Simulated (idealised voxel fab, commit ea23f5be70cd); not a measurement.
The following process module bears the name voxel quadruple lines.
cross-section cut | 205 nm wide | cells 5 nm
Throughout this document, each cross-section is represented as a grid of square cells and is presented as a sequence of bands enumerated from the top downward, where a band comprises one or more rows of cells. Band: top height; bottom height; in nm. Then, left to right: material with width in nm, for each material. "full width": a single material spanning edge to edge. "blank": empty space. The level at which height equals 0 is the one under which the wafer, as it arrives, is entirely one material. No lower edge exists for the bottom band, which continues downward and is notated as in "0 down". Width: "30 to 40" (first number = top row, second number = bottom row, same change from row to row of cells). It should be understood that the words "changes: none", when stated for a given step, signify that the cross-section underwent no change in any of its cells during that step. This entry, "Closed empty spaces", enumerates those empty regions of no fewer than 8 cells that possess no open connection to the top. Each region is reported in the form width x height at distance, the distance being taken from the left edge, with all three quantities expressed in nm. On each step's line, the part that comes after the settings is the simulator's own comment on the step. The "overlay nm" setting may appear on a step's line; for a step that uses a mask, it gives how far to the right of its planned position the mask lay, and a negative value indicates the left.

**Planned step list for the process**
| 1 | RECEIVE | material Si |
| 2 | CONFORMAL_DEP | material SiO2 | thk nm 5 |
| 3 | DIRECTIONAL_DEP | material Ru | thk nm 15 |
| 4 | DIRECTIONAL_DEP | material polySi | thk nm 15 |
| 5 | DIRECTIONAL_DEP | material aC | thk nm 20 |
| 6 | PATTERN | tone cover | mask id MANDREL | material resist | width nm 20 | pitch nm 60 | thk nm 25 | overlay nm 0 |
| 7 | DIRECTIONAL_ETCH | etch materials aC | depth nm 20 |
| 8 | STRIP | etch materials resist |
| 9 | CONFORMAL_DEP | material SiO2 | thk nm 10 |
| 10 | DIRECTIONAL_ETCH | etch materials SiO2 | depth nm 10 |
| 11 | STRIP | etch materials aC |
| 12 | DIRECTIONAL_ETCH | etch materials polySi | depth nm 15 |
| 13 | STRIP | etch materials SiO2 |
| 14 | CONFORMAL_DEP | material SiN | thk nm 5 |
| 15 | DIRECTIONAL_ETCH | etch materials SiN | depth nm 5 |
| 16 | STRIP | etch materials polySi |
| 17 | DIRECTIONAL_ETCH | etch materials Ru | depth nm 15 |
| 18 | STRIP | etch materials SiN |

**The cross-section here shows the wafer as received, i.e. in its state after step 1**
  0 down = Si full width
  Closed empty spaces: none

**The first of the two wafers as seen in cross-section once the module was finished; processing followed the plan**
  20 to 5 = 45 of blank, then 5 of Ru, then 10 of blank, then 5 of Ru, then 10 of blank, then 5 of Ru, then 10 of blank, then 5 of Ru, then 10 of blank, then 5 of Ru, then 10 of blank, then 5 of Ru, then 10 of blank, then 5 of Ru, then 10 of blank, then 5 of Ru, then 50 of blank
  5 to 0 = SiO2 full width
  0 down = Si full width
  Closed empty spaces: none

**Wafer two (of two), end-of-module cross-section: start = wafer one, plan = wafer one, one run mistake**
  10 to 5 = 45 of blank, then 5 of Ru, then 10 of blank, then 5 of Ru, then 10 of blank, then 5 of Ru, then 10 of blank, then 5 of Ru, then 10 of blank, then 5 of Ru, then 10 of blank, then 5 of Ru, then 10 of blank, then 5 of Ru, then 10 of blank, then 5 of Ru, then 50 of blank
  5 to 0 = SiO2 full width
  0 down = Si full width
  Closed empty spaces: none
Run error: it should be noted that step 3 was executed with settings other than those planned, the operation and settings actually applied being DIRECTIONAL_DEP | material Ru | thk nm 5
Upon completion, the second wafer contains, in terms of cells, a greater or smaller amount of certain materials than the first wafer: 16 fewer of Ru
